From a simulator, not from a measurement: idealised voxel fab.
process module | voxel self aligned contacts
cross-section cut | 285 nm wide | cells 5 nm
A cross-section is a grid of square cells, given in bands from the top down. A band is one or more rows of cells.
Each band's line starts with the height of the band's top and of its bottom, in nm. Then come its materials from left to right, each with its width in nm. One material with "throughout" fills the band from edge to edge. "air" is empty space.
Height 0 is the level under which the wafer as received is all one material. The lowest band goes on downwards, as in "0 down".
A width such as "30 to 40" changes by the same amount from each row of cells to the next, from the band's top row to its bottom row.
"no change" after a step means that no cell of the cross-section changed.
closed voids: empty space of 8 cells or more with no open way to the top, each as width x height at its distance from the left edge, in nm
after a step's settings: what the simulator itself notes on the step
overlay nm, on a step with a mask: how far to the right of its planned place the mask lay; to the left if negative
plan
1 op RECEIVE | material Si
2 op OXIDIZE | depth nm 5
3 op DIRECTIONAL_DEP | material polySi | thk nm 20
4 op DIRECTIONAL_DEP | material SiN | thk nm 20
5 op PATTERN | tone cover | mask id GATE | material resist | width nm 30 | pitch nm 65 | thk nm 20 | overlay nm 0
6 op DIRECTIONAL_ETCH | etch materials SiN | depth nm 20
7 op DIRECTIONAL_ETCH | etch materials polySi | depth nm 20
8 op STRIP | etch materials resist
9 op CONFORMAL_DEP | material SiN | thk nm 10
10 op DIRECTIONAL_ETCH | etch materials SiN | depth nm 10
11 op FILL_DEP | material SiO2 | thk nm 15
12 op CMP | height nm 50
13 op MASKED_ETCH | tone open | mask id CONTACT | width nm 45 | etch materials SiO2 | depth nm 55 | overlay nm 0
14 op CONFORMAL_DEP | material TiN | thk nm 5
15 op FILL_DEP | material W | thk nm 10
16 op CMP | height nm 50
17 op CONFORMAL_DEP | material SiN | thk nm 5
first wafer, as planned
as received, after step 1
  0 down: Si throughout
  closed voids: none
after step 2
  0 to -5: SiO2 throughout
  below -5: unchanged
after step 3
  20 to 0: polySi throughout
  below 0: unchanged
after step 4
  40 to 20: SiN throughout
  below 20: unchanged
after step 5
  60 to 40: air 95 | resist 30 | air 35 | resist 30 | air 95
  below 40: unchanged
after step 6
  60 to 40: air 95 | resist 30 | air 35 | resist 30 | air 95
  40 to 20: air 95 | SiN 30 | air 35 | SiN 30 | air 95
  below 20: unchanged
after step 7
  60 to 40: air 95 | resist 30 | air 35 | resist 30 | air 95
  40 to 20: air 95 | SiN 30 | air 35 | SiN 30 | air 95
  20 to 0: air 95 | polySi 30 | air 35 | polySi 30 | air 95
  below 0: unchanged
after step 8
  40 to 20: air 95 | SiN 30 | air 35 | SiN 30 | air 95
  below 20: unchanged
after step 9
  50 to 20: air 85 | SiN 50 | air 15 | SiN 50 | air 85
  20 to 10: air 85 | SiN 10 | polySi 30 | SiN 10 | air 15 | SiN 10 | polySi 30 | SiN 10 | air 85
  10 to 0: SiN 95 | polySi 30 | SiN 35 | polySi 30 | SiN 95
  below 0: unchanged
after step 10
  40 to 20: air 85 | SiN 50 | air 15 | SiN 50 | air 85
  20 to 0: air 85 | SiN 10 | polySi 30 | SiN 10 | air 15 | SiN 10 | polySi 30 | SiN 10 | air 85
  below 0: unchanged
after step 11
  55 to 40: SiO2 throughout
  40 to 20: SiO2 85 | SiN 50 | SiO2 15 | SiN 50 | SiO2 85
  20 to 0: SiO2 85 | SiN 10 | polySi 30 | SiN 10 | SiO2 15 | SiN 10 | polySi 30 | SiN 10 | SiO2 85
  below 0: unchanged
after step 12
  50 to 40: SiO2 throughout
  below 40: unchanged
after step 13
  50 to 40: SiO2 120 | air 45 | SiO2 120
  40 to 20: SiO2 85 | SiN 50 | air 15 | SiN 50 | SiO2 85
  20 to 0: SiO2 85 | SiN 10 | polySi 30 | SiN 10 | air 15 | SiN 10 | polySi 30 | SiN 10 | SiO2 85
  0 to -5: SiO2 135 | air 15 | SiO2 135
  below -5: unchanged
after step 14
  55 to 50: TiN 125 | air 35 | TiN 125
  50 to 40: SiO2 120 | TiN 5 to 20 | air 35 to 5 | TiN 5 to 20 | SiO2 120
  40 to 20: SiO2 85 | SiN 50 | TiN 5 | air 5 | TiN 5 | SiN 50 | SiO2 85
  20 to 0: SiO2 85 | SiN 10 | polySi 30 | SiN 10 | TiN 5 | air 5 | TiN 5 | SiN 10 | polySi 30 | SiN 10 | SiO2 85
  0 to -5: SiO2 135 | TiN 15 | SiO2 135
  below -5: unchanged
after step 15
  65 to 55: W throughout
  55 to 50: TiN 125 | W 35 | TiN 125
  50 to 40: SiO2 120 | TiN 5 to 20 | W 35 to 5 | TiN 5 to 20 | SiO2 120
  40 to 20: SiO2 85 | SiN 50 | TiN 5 | W 5 | TiN 5 | SiN 50 | SiO2 85
  20 to 0: SiO2 85 | SiN 10 | polySi 30 | SiN 10 | TiN 5 | W 5 | TiN 5 | SiN 10 | polySi 30 | SiN 10 | SiO2 85
  below 0: unchanged
after step 16
  50 to 40: SiO2 120 | TiN 5 to 20 | W 35 to 5 | TiN 5 to 20 | SiO2 120
  below 40: unchanged
after step 17
  55 to 50: SiN throughout
  below 50: unchanged
second wafer: like start, like plan, one mistake. Through step 8 it matches the first wafer
when step 9 should have ended
  30 to 20: air 95 | SiN 30 | air 35 | SiN 30 | air 95
  below 20: unchanged
when step 10 should have ended
  40 to 20: air 85 | SiN 50 | air 15 | SiN 50 | air 85
  20 to 10: air 85 | SiN 10 | polySi 30 | SiN 10 | air 15 | SiN 10 | polySi 30 | SiN 10 | air 85
  10 to 0: SiN 95 | polySi 30 | SiN 35 | polySi 30 | SiN 95
  below 0: unchanged
when step 11 should have ended
  55 to 40: SiO2 throughout
  40 to 20: SiO2 85 | SiN 50 | SiO2 15 | SiN 50 | SiO2 85
  20 to 10: SiO2 85 | SiN 10 | polySi 30 | SiN 10 | SiO2 15 | SiN 10 | polySi 30 | SiN 10 | SiO2 85
  below 10: unchanged
when step 12 should have ended
  50 to 40: SiO2 throughout
  below 40: unchanged
when step 13 should have ended
  50 to 40: SiO2 120 | air 45 | SiO2 120
  40 to 20: SiO2 85 | SiN 50 | air 15 | SiN 50 | SiO2 85
  20 to 10: SiO2 85 | SiN 10 | polySi 30 | SiN 10 | air 15 | SiN 10 | polySi 30 | SiN 10 | SiO2 85
  below 10: unchanged
when step 14 should have ended
  55 to 50: TiN 125 | air 35 | TiN 125
  50 to 40: SiO2 120 | TiN 5 to 20 | air 35 to 5 | TiN 5 to 20 | SiO2 120
  40 to 20: SiO2 85 | SiN 50 | TiN 5 | air 5 | TiN 5 | SiN 50 | SiO2 85
  20 to 15: SiO2 85 | SiN 10 | polySi 30 | SiN 10 | TiN 5 | air 5 | TiN 5 | SiN 10 | polySi 30 | SiN 10 | SiO2 85
  15 to 10: SiO2 85 | SiN 10 | polySi 30 | SiN 10 | TiN 15 | SiN 10 | polySi 30 | SiN 10 | SiO2 85
  below 10: unchanged
when step 15 should have ended
  65 to 55: W throughout
  55 to 50: TiN 125 | W 35 | TiN 125
  50 to 40: SiO2 120 | TiN 5 to 20 | W 35 to 5 | TiN 5 to 20 | SiO2 120
  40 to 20: SiO2 85 | SiN 50 | TiN 5 | W 5 | TiN 5 | SiN 50 | SiO2 85
  20 to 15: SiO2 85 | SiN 10 | polySi 30 | SiN 10 | TiN 5 | W 5 | TiN 5 | SiN 10 | polySi 30 | SiN 10 | SiO2 85
  below 15: unchanged
when step 16 should have ended
  50 to 40: SiO2 120 | TiN 5 to 20 | W 35 to 5 | TiN 5 to 20 | SiO2 120
  below 40: unchanged
when step 17 should have ended
  55 to 50: SiN throughout
  below 50: unchanged
what went wrong: steps 9 and 10 were swapped
at the end the second wafer has, in cells: 74 more of SiN | 65 fewer of SiO2 | 6 fewer of TiN | 3 fewer of W
